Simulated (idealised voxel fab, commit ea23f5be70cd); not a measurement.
process module | voxel transistor to metal
cross-section cut | 295 nm wide | cells 5 nm
A cross-section is a grid of square cells, given in bands from the top down. A band is one or more rows of cells.
Each band's line starts with the height of the band's top and of its bottom, in nm. Then come its materials from left to right, each with its width in nm. One material with "throughout" fills the band from edge to edge. "air" is empty space.
Height 0 is the level under which the wafer as received is all one material. The lowest band goes on downwards, as in "0 down".
A width such as "30 to 40" changes by the same amount from each row of cells to the next, from the band's top row to its bottom row.
"no change" after a step means that no cell of the cross-section changed.
closed voids: empty space of 8 cells or more with no open way to the top, each as width x height at its distance from the left edge, in nm
after a step's settings: what the simulator itself notes on the step
overlay nm, on a step with a mask: how far to the right of its planned place the mask lay; to the left if negative
plan
1 op RECEIVE | material Si
2 op CONFORMAL_DEP | material SiO2 | thk nm 5
3 op CONFORMAL_DEP | material SiN | thk nm 15
4 op PATTERN | tone cover | mask id ACTIVE | material resist | width nm 105 | pitch nm 130 | thk nm 20 | overlay nm 0
5 op DIRECTIONAL_ETCH | etch materials SiN | depth nm 15
6 op DIRECTIONAL_ETCH | etch materials SiO2 | depth nm 5
7 op DIRECTIONAL_ETCH | etch materials Si | depth nm 30
8 op STRIP | etch materials resist
9 op OXIDIZE | depth nm 5
10 op FILL_DEP | material SiO2 | thk nm 15
11 op CMP | height nm 20
12 op SELECTIVE_ETCH | etch materials SiO2 | depth nm 15
13 op STRIP | etch materials SiN
14 op SELECTIVE_ETCH | etch materials SiO2 | depth nm 5
15 op OXIDIZE | depth nm 5
16 op DIRECTIONAL_DEP | material polySi | thk nm 25
17 op DIRECTIONAL_DEP | material SiCN | thk nm 15
18 op DIRECTIONAL_DEP | material aC | thk nm 10
19 op PATTERN | tone cover | mask id GATE | material resist | width nm 25 | pitch nm 130 | thk nm 25 | overlay nm 0
20 op DIRECTIONAL_ETCH | etch materials aC | depth nm 10
21 op STRIP | etch materials resist
22 op DIRECTIONAL_ETCH | etch materials SiCN | depth nm 25
23 op DIRECTIONAL_ETCH | etch materials polySi | depth nm 35
24 op STRIP | etch materials aC
25 op CONFORMAL_DEP | material SiN | thk nm 5
26 op DIRECTIONAL_ETCH | etch materials SiN | depth nm 5
27 op DIRECTIONAL_ETCH | etch materials SiO2 | depth nm 5
28 op DIRECTIONAL_ETCH | etch materials Si | depth nm 10
29 op EPI | material nSi | thk nm 15
30 op FILL_DEP | material SiO2 | thk nm 5
31 op CMP | height nm 40
32 op DIRECTIONAL_DEP | material SiO2 | thk nm 10
33 op PATTERN | tone open | mask id CONTACT | material resist | width nm 30 | pitch nm 65 | thk nm 15 | overlay nm 0
34 op DIRECTIONAL_ETCH | etch materials SiO2 | depth nm 50
35 op STRIP | etch materials resist
36 op CONFORMAL_DEP | material TiN | thk nm 5
37 op FILL_DEP | material W | thk nm 5
38 op CMP | height nm 50
39 op DIRECTIONAL_DEP | material TiN | thk nm 5
40 op DIRECTIONAL_DEP | material Ru | thk nm 15
41 op MASKED_ETCH | tone cover | mask id METAL_1 | width nm 15 | etch materials Ru | depth nm 15 | overlay nm 0
42 op MASKED_ETCH | tone cover | mask id METAL_1 | width nm 15 | etch materials TiN | depth nm 5 | overlay nm 0
43 op CONFORMAL_DEP | material SiN | thk nm 5
44 op FILL_DEP | material SiO2 | thk nm 5
45 op CMP | height nm 70
46 op CONFORMAL_DEP | material SiCN | thk nm 5
47 op DIRECTIONAL_DEP | material SiO2 | thk nm 25
48 op DIRECTIONAL_DEP | material aC | thk nm 10
49 op PATTERN | tone open | mask id METAL_2 | material resist | width nm 15 | pitch nm 130 | thk nm 30 | overlay nm 0
50 op DIRECTIONAL_ETCH | etch materials aC | depth nm 10
51 op STRIP | etch materials resist
52 op DIRECTIONAL_ETCH | etch materials SiO2 | depth nm 15
53 op STRIP | etch materials aC
54 op MASKED_ETCH | tone open | mask id METAL_2_HOLES | width nm 15 | pitch nm 130 | etch materials SiO2 | depth nm 10 | overlay nm 0
55 op MASKED_ETCH | tone open | mask id METAL_2_HOLES | width nm 15 | pitch nm 130 | etch materials SiCN | depth nm 5 | overlay nm 0
56 op CONFORMAL_DEP | material TiN | thk nm 5
57 op FILL_DEP | material Ru | thk nm 10
58 op CMP | height nm 100
59 op CONFORMAL_DEP | material SiN | thk nm 5
first wafer, as planned
as received, after step 1
  0 down: Si throughout
  closed voids: none
after step 2
  5 to 0: SiO2 throughout
  below 0: unchanged
after step 3
  20 to 5: SiN throughout
  below 5: unchanged
after step 4
  40 to 20: air 30 | resist 105 | air 25 | resist 105 | air 30
  below 20: unchanged
after step 5
  40 to 20: air 30 | resist 105 | air 25 | resist 105 | air 30
  20 to 5: air 30 | SiN 105 | air 25 | SiN 105 | air 30
  below 5: unchanged
after step 6
  40 to 20: air 30 | resist 105 | air 25 | resist 105 | air 30
  20 to 5: air 30 | SiN 105 | air 25 | SiN 105 | air 30
  5 to 0: air 30 | SiO2 105 | air 25 | SiO2 105 | air 30
  below 0: unchanged
after step 7
  40 to 20: air 30 | resist 105 | air 25 | resist 105 | air 30
  20 to 5: air 30 | SiN 105 | air 25 | SiN 105 | air 30
  5 to 0: air 30 | SiO2 105 | air 25 | SiO2 105 | air 30
  0 to -30: air 30 | Si 105 | air 25 | Si 105 | air 30
  below -30: unchanged
after step 8
  20 to 5: air 30 | SiN 105 | air 25 | SiN 105 | air 30
  below 5: unchanged
after step 9
  20 to 5: air 30 | SiN 105 | air 25 | SiN 105 | air 30
  5 to 0: air 30 | SiO2 105 | air 25 | SiO2 105 | air 30
  0 to -30: air 30 | SiO2 5 | Si 95 | SiO2 5 | air 25 | SiO2 5 | Si 95 | SiO2 5 | air 30
  -30 to -35: SiO2 35 | Si 95 | SiO2 35 | Si 95 | SiO2 35
  below -35: unchanged
after step 10
  35 to 20: SiO2 throughout
  20 to 5: SiO2 30 | SiN 105 | SiO2 25 | SiN 105 | SiO2 30
  5 to 0: SiO2 throughout
  0 to -35: SiO2 35 | Si 95 | SiO2 35 | Si 95 | SiO2 35
  below -35: unchanged
after step 11
  20 to 5: SiO2 30 | SiN 105 | SiO2 25 | SiN 105 | SiO2 30
  below 5: unchanged
after step 12
  20 to 5: air 30 | SiN 105 | air 25 | SiN 105 | air 30
  below 5: unchanged
after step 13
  5 to 0: SiO2 throughout
  below 0: unchanged
after step 14
  0 to -35: SiO2 35 | Si 95 | SiO2 35 | Si 95 | SiO2 35
  below -35: unchanged
after step 15
  0 to -5: SiO2 throughout
  below -5: unchanged
after step 16
  25 to 0: polySi throughout
  below 0: unchanged
after step 17
  40 to 25: SiCN throughout
  below 25: unchanged
after step 18
  50 to 40: aC throughout
  below 40: unchanged
after step 19
  75 to 50: air 70 | resist 25 | air 105 | resist 25 | air 70
  below 50: unchanged
after step 20
  65 to 50: air 70 | resist 25 | air 105 | resist 25 | air 70
  50 to 40: air 70 | aC 25 | air 105 | aC 25 | air 70
  below 40: unchanged
after step 21
  50 to 40: air 70 | aC 25 | air 105 | aC 25 | air 70
  below 40: unchanged
after step 22
  50 to 40: air 70 | aC 25 | air 105 | aC 25 | air 70
  40 to 25: air 70 | SiCN 25 | air 105 | SiCN 25 | air 70
  below 25: unchanged
after step 23
  50 to 40: air 70 | aC 25 | air 105 | aC 25 | air 70
  40 to 25: air 70 | SiCN 25 | air 105 | SiCN 25 | air 70
  25 to 0: air 70 | polySi 25 | air 105 | polySi 25 | air 70
  below 0: unchanged
after step 24
  40 to 25: air 70 | SiCN 25 | air 105 | SiCN 25 | air 70
  below 25: unchanged
after step 25
  45 to 40: air 65 | SiN 35 | air 95 | SiN 35 | air 65
  40 to 25: air 65 | SiN 5 | SiCN 25 | SiN 5 | air 95 | SiN 5 | SiCN 25 | SiN 5 | air 65
  25 to 5: air 65 | SiN 5 | polySi 25 | SiN 5 | air 95 | SiN 5 | polySi 25 | SiN 5 | air 65
  5 to 0: SiN 70 | polySi 25 | SiN 105 | polySi 25 | SiN 70
  below 0: unchanged
after step 26
  40 to 25: air 65 | SiN 5 | SiCN 25 | SiN 5 | air 95 | SiN 5 | SiCN 25 | SiN 5 | air 65
  25 to 0: air 65 | SiN 5 | polySi 25 | SiN 5 | air 95 | SiN 5 | polySi 25 | SiN 5 | air 65
  below 0: unchanged
after step 27
  40 to 25: air 65 | SiN 5 | SiCN 25 | SiN 5 | air 95 | SiN 5 | SiCN 25 | SiN 5 | air 65
  25 to 0: air 65 | SiN 5 | polySi 25 | SiN 5 | air 95 | SiN 5 | polySi 25 | SiN 5 | air 65
  0 to -5: air 65 | SiO2 35 | air 95 | SiO2 35 | air 65
  below -5: unchanged
after step 28
  40 to 25: air 65 | SiN 5 | SiCN 25 | SiN 5 | air 95 | SiN 5 | SiCN 25 | SiN 5 | air 65
  25 to 0: air 65 | SiN 5 | polySi 25 | SiN 5 | air 95 | SiN 5 | polySi 25 | SiN 5 | air 65
  0 to -5: air 65 | SiO2 35 | air 95 | SiO2 35 | air 65
  -5 to -15: SiO2 35 | air 30 | Si 35 | air 30 | SiO2 35 | air 30 | Si 35 | air 30 | SiO2 35
  below -15: unchanged
after step 29
  40 to 25: air 65 | SiN 5 | SiCN 25 | SiN 5 | air 95 | SiN 5 | SiCN 25 | SiN 5 | air 65
  25 to 10: air 65 | SiN 5 | polySi 25 | SiN 5 | air 95 | SiN 5 | polySi 25 | SiN 5 | air 65
  10 to 0: air 50 | nSi 15 | SiN 5 | polySi 25 | SiN 5 | nSi 15 | air 65 | nSi 15 | SiN 5 | polySi 25 | SiN 5 | nSi 15 | air 50
  0 to -5: air 30 | nSi 35 | SiO2 35 | nSi 35 | air 25 | nSi 35 | SiO2 35 | nSi 35 | air 30
  -5 to -15: SiO2 35 | nSi 30 | Si 35 | nSi 30 | SiO2 35 | nSi 30 | Si 35 | nSi 30 | SiO2 35
  below -15: unchanged
after step 30
  45 to 40: SiO2 throughout
  40 to 25: SiO2 65 | SiN 5 | SiCN 25 | SiN 5 | SiO2 95 | SiN 5 | SiCN 25 | SiN 5 | SiO2 65
  25 to 10: SiO2 65 | SiN 5 | polySi 25 | SiN 5 | SiO2 95 | SiN 5 | polySi 25 | SiN 5 | SiO2 65
  10 to 0: SiO2 50 | nSi 15 | SiN 5 | polySi 25 | SiN 5 | nSi 15 | SiO2 65 | nSi 15 | SiN 5 | polySi 25 | SiN 5 | nSi 15 | SiO2 50
  0 to -5: SiO2 30 | nSi 35 | SiO2 35 | nSi 35 | SiO2 25 | nSi 35 | SiO2 35 | nSi 35 | SiO2 30
  below -5: unchanged
after step 31
  40 to 25: SiO2 65 | SiN 5 | SiCN 25 | SiN 5 | SiO2 95 | SiN 5 | SiCN 25 | SiN 5 | SiO2 65
  below 25: unchanged
after step 32
  50 to 40: SiO2 throughout
  below 40: unchanged
after step 33
  65 to 50: resist 35 | air 30 | resist 35 | air 30 | resist 35 | air 30 | resist 35 | air 30 | resist 35
  below 50: unchanged
after step 34
  65 to 50: resist 35 | air 30 | resist 35 | air 30 | resist 35 | air 30 | resist 35 | air 30 | resist 35
  50 to 40: SiO2 35 | air 30 | SiO2 35 | air 30 | SiO2 35 | air 30 | SiO2 35 | air 30 | SiO2 35
  40 to 25: SiO2 35 | air 30 | SiN 5 | SiCN 25 | SiN 5 | air 30 | SiO2 35 | air 30 | SiN 5 | SiCN 25 | SiN 5 | air 30 | SiO2 35
  25 to 10: SiO2 35 | air 30 | SiN 5 | polySi 25 | SiN 5 | air 30 | SiO2 35 | air 30 | SiN 5 | polySi 25 | SiN 5 | air 30 | SiO2 35
  10 to 0: SiO2 35 | air 15 | nSi 15 | SiN 5 | polySi 25 | SiN 5 | nSi 15 | air 15 | SiO2 35 | air 15 | nSi 15 | SiN 5 | polySi 25 | SiN 5 | nSi 15 | air 15 | SiO2 35
  below 0: unchanged
after step 35
  50 to 40: SiO2 35 | air 30 | SiO2 35 | air 30 | SiO2 35 | air 30 | SiO2 35 | air 30 | SiO2 35
  below 40: unchanged
after step 36
  55 to 50: TiN 40 | air 20 | TiN 45 | air 20 | TiN 45 | air 20 | TiN 45 | air 20 | TiN 40
  50 to 40: SiO2 35 | TiN 5 | air 20 | TiN 5 | SiO2 35 | TiN 5 | air 20 | TiN 5 | SiO2 35 | TiN 5 | air 20 | TiN 5 | SiO2 35 | TiN 5 | air 20 | TiN 5 | SiO2 35
  40 to 25: SiO2 35 | TiN 5 | air 20 | TiN 5 | SiN 5 | SiCN 25 | SiN 5 | TiN 5 | air 20 | TiN 5 | SiO2 35 | TiN 5 | air 20 | TiN 5 | SiN 5 | SiCN 25 | SiN 5 | TiN 5 | air 20 | TiN 5 | SiO2 35
  25 to 15: SiO2 35 | TiN 5 | air 20 | TiN 5 | SiN 5 | polySi 25 | SiN 5 | TiN 5 | air 20 | TiN 5 | SiO2 35 | TiN 5 | air 20 | TiN 5 | SiN 5 | polySi 25 | SiN 5 | TiN 5 | air 20 | TiN 5 | SiO2 35
  15 to 10: SiO2 35 | TiN 5 | air 5 | TiN 20 | SiN 5 | polySi 25 | SiN 5 | TiN 20 | air 5 | TiN 5 | SiO2 35 | TiN 5 | air 5 | TiN 20 | SiN 5 | polySi 25 | SiN 5 | TiN 20 | air 5 | TiN 5 | SiO2 35
  10 to 5: SiO2 35 | TiN 5 | air 5 | TiN 5 | nSi 15 | SiN 5 | polySi 25 | SiN 5 | nSi 15 | TiN 5 | air 5 | TiN 5 | SiO2 35 | TiN 5 | air 5 | TiN 5 | nSi 15 | SiN 5 | polySi 25 | SiN 5 | nSi 15 | TiN 5 | air 5 | TiN 5 | SiO2 35
  5 to 0: SiO2 35 | TiN 15 | nSi 15 | SiN 5 | polySi 25 | SiN 5 | nSi 15 | TiN 15 | SiO2 35 | TiN 15 | nSi 15 | SiN 5 | polySi 25 | SiN 5 | nSi 15 | TiN 15 | SiO2 35
  below 0: unchanged
after step 37
  60 to 55: W throughout
  55 to 50: TiN 40 | W 20 | TiN 45 | W 20 | TiN 45 | W 20 | TiN 45 | W 20 | TiN 40
  50 to 40: SiO2 35 | TiN 5 | W 20 | TiN 5 | SiO2 35 | TiN 5 | W 20 | TiN 5 | SiO2 35 | TiN 5 | W 20 | TiN 5 | SiO2 35 | TiN 5 | W 20 | TiN 5 | SiO2 35
  40 to 25: SiO2 35 | TiN 5 | W 20 | TiN 5 | SiN 5 | SiCN 25 | SiN 5 | TiN 5 | W 20 | TiN 5 | SiO2 35 | TiN 5 | W 20 | TiN 5 | SiN 5 | SiCN 25 | SiN 5 | TiN 5 | W 20 | TiN 5 | SiO2 35
  25 to 15: SiO2 35 | TiN 5 | W 20 | TiN 5 | SiN 5 | polySi 25 | SiN 5 | TiN 5 | W 20 | TiN 5 | SiO2 35 | TiN 5 | W 20 | TiN 5 | SiN 5 | polySi 25 | SiN 5 | TiN 5 | W 20 | TiN 5 | SiO2 35
  15 to 10: SiO2 35 | TiN 5 | W 5 | TiN 20 | SiN 5 | polySi 25 | SiN 5 | TiN 20 | W 5 | TiN 5 | SiO2 35 | TiN 5 | W 5 | TiN 20 | SiN 5 | polySi 25 | SiN 5 | TiN 20 | W 5 | TiN 5 | SiO2 35
  10 to 5: SiO2 35 | TiN 5 | W 5 | TiN 5 | nSi 15 | SiN 5 | polySi 25 | SiN 5 | nSi 15 | TiN 5 | W 5 | TiN 5 | SiO2 35 | TiN 5 | W 5 | TiN 5 | nSi 15 | SiN 5 | polySi 25 | SiN 5 | nSi 15 | TiN 5 | W 5 | TiN 5 | SiO2 35
  below 5: unchanged
after step 38
  50 to 40: SiO2 35 | TiN 5 | W 20 | TiN 5 | SiO2 35 | TiN 5 | W 20 | TiN 5 | SiO2 35 | TiN 5 | W 20 | TiN 5 | SiO2 35 | TiN 5 | W 20 | TiN 5 | SiO2 35
  below 40: unchanged
after step 39
  55 to 50: TiN throughout
  below 50: unchanged
after step 40
  70 to 55: Ru throughout
  below 55: unchanged
after step 41
  70 to 55: air 35 | Ru 15 | air 65 | Ru 15 | air 35 | Ru 15 | air 65 | Ru 15 | air 35
  below 55: unchanged
after step 42
  70 to 55: air 35 | Ru 15 | air 65 | Ru 15 | air 35 | Ru 15 | air 65 | Ru 15 | air 35
  55 to 50: air 35 | TiN 15 | air 65 | TiN 15 | air 35 | TiN 15 | air 65 | TiN 15 | air 35
  below 50: unchanged
after step 43
  75 to 70: air 30 | SiN 25 | air 55 | SiN 25 | air 25 | SiN 25 | air 55 | SiN 25 | air 30
  70 to 55: air 30 | SiN 5 | Ru 15 | SiN 5 | air 55 | SiN 5 | Ru 15 | SiN 5 | air 25 | SiN 5 | Ru 15 | SiN 5 | air 55 | SiN 5 | Ru 15 | SiN 5 | air 30
  55 to 50: SiN 35 | TiN 15 | SiN 65 | TiN 15 | SiN 35 | TiN 15 | SiN 65 | TiN 15 | SiN 35
  below 50: unchanged
after step 44
  80 to 75: SiO2 throughout
  75 to 70: SiO2 30 | SiN 25 | SiO2 55 | SiN 25 | SiO2 25 | SiN 25 | SiO2 55 | SiN 25 | SiO2 30
  70 to 55: SiO2 30 | SiN 5 | Ru 15 | SiN 5 | SiO2 55 | SiN 5 | Ru 15 | SiN 5 | SiO2 25 | SiN 5 | Ru 15 | SiN 5 | SiO2 55 | SiN 5 | Ru 15 | SiN 5 | SiO2 30
  below 55: unchanged
after step 45
  70 to 55: SiO2 30 | SiN 5 | Ru 15 | SiN 5 | SiO2 55 | SiN 5 | Ru 15 | SiN 5 | SiO2 25 | SiN 5 | Ru 15 | SiN 5 | SiO2 55 | SiN 5 | Ru 15 | SiN 5 | SiO2 30
  below 55: unchanged
after step 46
  75 to 70: SiCN throughout
  below 70: unchanged
after step 47
  100 to 75: SiO2 throughout
  below 75: unchanged
after step 48
  110 to 100: aC throughout
  below 100: unchanged
after step 49
  140 to 110: resist 35 | air 15 | resist 115 | air 15 | resist 115
  below 110: unchanged
after step 50
  130 to 110: resist 35 | air 15 | resist 115 | air 15 | resist 115
  110 to 100: aC 35 | air 15 | aC 115 | air 15 | aC 115
  below 100: unchanged
after step 51
  110 to 100: aC 35 | air 15 | aC 115 | air 15 | aC 115
  below 100: unchanged
after step 52
  110 to 100: aC 35 | air 15 | aC 115 | air 15 | aC 115
  100 to 85: SiO2 35 | air 15 | SiO2 115 | air 15 | SiO2 115
  below 85: unchanged
after step 53
  100 to 85: SiO2 35 | air 15 | SiO2 115 | air 15 | SiO2 115
  below 85: unchanged
after step 54
  100 to 75: SiO2 35 | air 15 | SiO2 115 | air 15 | SiO2 115
  below 75: unchanged
after step 55
  100 to 75: SiO2 35 | air 15 | SiO2 115 | air 15 | SiO2 115
  75 to 70: SiCN 35 | air 15 | SiCN 115 | air 15 | SiCN 115
  below 70: unchanged
after step 56
  105 to 100: TiN 40 | air 5 | TiN 125 | air 5 | TiN 120
  100 to 75: SiO2 35 | TiN 5 | air 5 | TiN 5 | SiO2 115 | TiN 5 | air 5 | TiN 5 | SiO2 115
  75 to 70: SiCN 35 | TiN 15 | SiCN 115 | TiN 15 | SiCN 115
  below 70: unchanged
after step 57
  115 to 105: Ru throughout
  105 to 100: TiN 40 | Ru 5 | TiN 125 | Ru 5 | TiN 120
  100 to 75: SiO2 35 | TiN 5 | Ru 5 | TiN 5 | SiO2 115 | TiN 5 | Ru 5 | TiN 5 | SiO2 115
  below 75: unchanged
after step 58
  100 to 75: SiO2 35 | TiN 5 | Ru 5 | TiN 5 | SiO2 115 | TiN 5 | Ru 5 | TiN 5 | SiO2 115
  below 75: unchanged
after step 59
  105 to 100: SiN throughout
  below 100: unchanged
second wafer: like start, like plan, one mistake. Through step 32 it matches the first wafer
when step 33 should have ended
  65 to 50: air 35 | resist 30 | air 35 | resist 30 | air 35 | resist 30 | air 35 | resist 30 | air 35
  below 50: unchanged
when step 34 should have ended
  65 to 50: air 35 | resist 30 | air 35 | resist 30 | air 35 | resist 30 | air 35 | resist 30 | air 35
  50 to 40: air 35 | SiO2 30 | air 35 | SiO2 30 | air 35 | SiO2 30 | air 35 | SiO2 30 | air 35
  40 to 25: air 35 | SiO2 30 | SiN 5 | SiCN 25 | SiN 5 | SiO2 30 | air 35 | SiO2 30 | SiN 5 | SiCN 25 | SiN 5 | SiO2 30 | air 35
  25 to 10: air 35 | SiO2 30 | SiN 5 | polySi 25 | SiN 5 | SiO2 30 | air 35 | SiO2 30 | SiN 5 | polySi 25 | SiN 5 | SiO2 30 | air 35
  10 to 0: air 35 | SiO2 15 | nSi 15 | SiN 5 | polySi 25 | SiN 5 | nSi 15 | SiO2 15 | air 35 | SiO2 15 | nSi 15 | SiN 5 | polySi 25 | SiN 5 | nSi 15 | SiO2 15 | air 35
  below 0: unchanged
when step 35 should have ended
  50 to 40: air 35 | SiO2 30 | air 35 | SiO2 30 | air 35 | SiO2 30 | air 35 | SiO2 30 | air 35
  below 40: unchanged
when step 36 should have ended
  55 to 50: air 30 | TiN 40 | air 25 | TiN 40 | air 25 | TiN 40 | air 25 | TiN 40 | air 30
  50 to 45: air 30 | TiN 5 | SiO2 30 | TiN 5 | air 25 | TiN 5 | SiO2 30 | TiN 5 | air 25 | TiN 5 | SiO2 30 | TiN 5 | air 25 | TiN 5 | SiO2 30 | TiN 5 | air 30
  45 to 40: air 30 | TiN 5 | SiO2 30 | TiN 35 | SiO2 30 | TiN 5 | air 25 | TiN 5 | SiO2 30 | TiN 35 | SiO2 30 | TiN 5 | air 30
  40 to 25: air 30 | TiN 5 | SiO2 30 | SiN 5 | SiCN 25 | SiN 5 | SiO2 30 | TiN 5 | air 25 | TiN 5 | SiO2 30 | SiN 5 | SiCN 25 | SiN 5 | SiO2 30 | TiN 5 | air 30
  25 to 10: air 30 | TiN 5 | SiO2 30 | SiN 5 | polySi 25 | SiN 5 | SiO2 30 | TiN 5 | air 25 | TiN 5 | SiO2 30 | SiN 5 | polySi 25 | SiN 5 | SiO2 30 | TiN 5 | air 30
  10 to 5: air 30 | TiN 5 | SiO2 15 | nSi 15 | SiN 5 | polySi 25 | SiN 5 | nSi 15 | SiO2 15 | TiN 5 | air 25 | TiN 5 | SiO2 15 | nSi 15 | SiN 5 | polySi 25 | SiN 5 | nSi 15 | SiO2 15 | TiN 5 | air 30
  5 to 0: TiN 35 | SiO2 15 | nSi 15 | SiN 5 | polySi 25 | SiN 5 | nSi 15 | SiO2 15 | TiN 35 | SiO2 15 | nSi 15 | SiN 5 | polySi 25 | SiN 5 | nSi 15 | SiO2 15 | TiN 35
  below 0: unchanged
when step 37 should have ended
  60 to 55: W throughout
  55 to 50: W 30 | TiN 40 | W 25 | TiN 40 | W 25 | TiN 40 | W 25 | TiN 40 | W 30
  50 to 45: W 30 | TiN 5 | SiO2 30 | TiN 5 | W 25 | TiN 5 | SiO2 30 | TiN 5 | W 25 | TiN 5 | SiO2 30 | TiN 5 | W 25 | TiN 5 | SiO2 30 | TiN 5 | W 30
  45 to 40: W 30 | TiN 5 | SiO2 30 | TiN 35 | SiO2 30 | TiN 5 | W 25 | TiN 5 | SiO2 30 | TiN 35 | SiO2 30 | TiN 5 | W 30
  40 to 25: W 30 | TiN 5 | SiO2 30 | SiN 5 | SiCN 25 | SiN 5 | SiO2 30 | TiN 5 | W 25 | TiN 5 | SiO2 30 | SiN 5 | SiCN 25 | SiN 5 | SiO2 30 | TiN 5 | W 30
  25 to 10: W 30 | TiN 5 | SiO2 30 | SiN 5 | polySi 25 | SiN 5 | SiO2 30 | TiN 5 | W 25 | TiN 5 | SiO2 30 | SiN 5 | polySi 25 | SiN 5 | SiO2 30 | TiN 5 | W 30
  10 to 5: W 30 | TiN 5 | SiO2 15 | nSi 15 | SiN 5 | polySi 25 | SiN 5 | nSi 15 | SiO2 15 | TiN 5 | W 25 | TiN 5 | SiO2 15 | nSi 15 | SiN 5 | polySi 25 | SiN 5 | nSi 15 | SiO2 15 | TiN 5 | W 30
  below 5: unchanged
when step 38 should have ended
  50 to 45: W 30 | TiN 5 | SiO2 30 | TiN 5 | W 25 | TiN 5 | SiO2 30 | TiN 5 | W 25 | TiN 5 | SiO2 30 | TiN 5 | W 25 | TiN 5 | SiO2 30 | TiN 5 | W 30
  below 45: unchanged
when step 39 should have ended
  55 to 50: TiN throughout
  below 50: unchanged
when step 40 should have ended
  70 to 55: Ru throughout
  below 55: unchanged
when step 41 should have ended
  70 to 55: air 35 | Ru 15 | air 65 | Ru 15 | air 35 | Ru 15 | air 65 | Ru 15 | air 35
  below 55: unchanged
when step 42 should have ended
  70 to 55: air 35 | Ru 15 | air 65 | Ru 15 | air 35 | Ru 15 | air 65 | Ru 15 | air 35
  55 to 50: air 35 | TiN 15 | air 65 | TiN 15 | air 35 | TiN 15 | air 65 | TiN 15 | air 35
  below 50: unchanged
when step 43 should have ended
  75 to 70: air 30 | SiN 25 | air 55 | SiN 25 | air 25 | SiN 25 | air 55 | SiN 25 | air 30
  70 to 55: air 30 | SiN 5 | Ru 15 | SiN 5 | air 55 | SiN 5 | Ru 15 | SiN 5 | air 25 | SiN 5 | Ru 15 | SiN 5 | air 55 | SiN 5 | Ru 15 | SiN 5 | air 30
  55 to 50: SiN 35 | TiN 15 | SiN 65 | TiN 15 | SiN 35 | TiN 15 | SiN 65 | TiN 15 | SiN 35
  below 50: unchanged
when step 44 should have ended
  80 to 75: SiO2 throughout
  75 to 70: SiO2 30 | SiN 25 | SiO2 55 | SiN 25 | SiO2 25 | SiN 25 | SiO2 55 | SiN 25 | SiO2 30
  70 to 55: SiO2 30 | SiN 5 | Ru 15 | SiN 5 | SiO2 55 | SiN 5 | Ru 15 | SiN 5 | SiO2 25 | SiN 5 | Ru 15 | SiN 5 | SiO2 55 | SiN 5 | Ru 15 | SiN 5 | SiO2 30
  below 55: unchanged
when step 45 should have ended
  70 to 55: SiO2 30 | SiN 5 | Ru 15 | SiN 5 | SiO2 55 | SiN 5 | Ru 15 | SiN 5 | SiO2 25 | SiN 5 | Ru 15 | SiN 5 | SiO2 55 | SiN 5 | Ru 15 | SiN 5 | SiO2 30
  below 55: unchanged
when step 46 should have ended
  75 to 70: SiCN throughout
  below 70: unchanged
when step 47 should have ended
  100 to 75: SiO2 throughout
  below 75: unchanged
when step 48 should have ended
  110 to 100: aC throughout
  below 100: unchanged
when step 49 should have ended
  140 to 110: resist 35 | air 15 | resist 115 | air 15 | resist 115
  below 110: unchanged
when step 50 should have ended
  130 to 110: resist 35 | air 15 | resist 115 | air 15 | resist 115
  110 to 100: aC 35 | air 15 | aC 115 | air 15 | aC 115
  below 100: unchanged
when step 51 should have ended
  110 to 100: aC 35 | air 15 | aC 115 | air 15 | aC 115
  below 100: unchanged
when step 52 should have ended
  110 to 100: aC 35 | air 15 | aC 115 | air 15 | aC 115
  100 to 85: SiO2 35 | air 15 | SiO2 115 | air 15 | SiO2 115
  below 85: unchanged
when step 53 should have ended
  100 to 85: SiO2 35 | air 15 | SiO2 115 | air 15 | SiO2 115
  below 85: unchanged
when step 54 should have ended
  100 to 75: SiO2 35 | air 15 | SiO2 115 | air 15 | SiO2 115
  below 75: unchanged
when step 55 should have ended
  100 to 75: SiO2 35 | air 15 | SiO2 115 | air 15 | SiO2 115
  75 to 70: SiCN 35 | air 15 | SiCN 115 | air 15 | SiCN 115
  below 70: unchanged
when step 56 should have ended
  105 to 100: TiN 40 | air 5 | TiN 125 | air 5 | TiN 120
  100 to 75: SiO2 35 | TiN 5 | air 5 | TiN 5 | SiO2 115 | TiN 5 | air 5 | TiN 5 | SiO2 115
  75 to 70: SiCN 35 | TiN 15 | SiCN 115 | TiN 15 | SiCN 115
  below 70: unchanged
when step 57 should have ended
  115 to 105: Ru throughout
  105 to 100: TiN 40 | Ru 5 | TiN 125 | Ru 5 | TiN 120
  100 to 75: SiO2 35 | TiN 5 | Ru 5 | TiN 5 | SiO2 115 | TiN 5 | Ru 5 | TiN 5 | SiO2 115
  below 75: unchanged
when step 58 should have ended
  100 to 75: SiO2 35 | TiN 5 | Ru 5 | TiN 5 | SiO2 115 | TiN 5 | Ru 5 | TiN 5 | SiO2 115
  below 75: unchanged
when step 59 should have ended
  105 to 100: SiN throughout
  below 100: unchanged
what went wrong: step 33 ran as: op PATTERN | tone cover | mask id CONTACT | material resist | width nm 30 | pitch nm 65 | thk nm 15 | overlay nm 0
at the end the second wafer has, in cells: 22 fewer of SiO2 | 21 fewer of TiN | 43 more of W
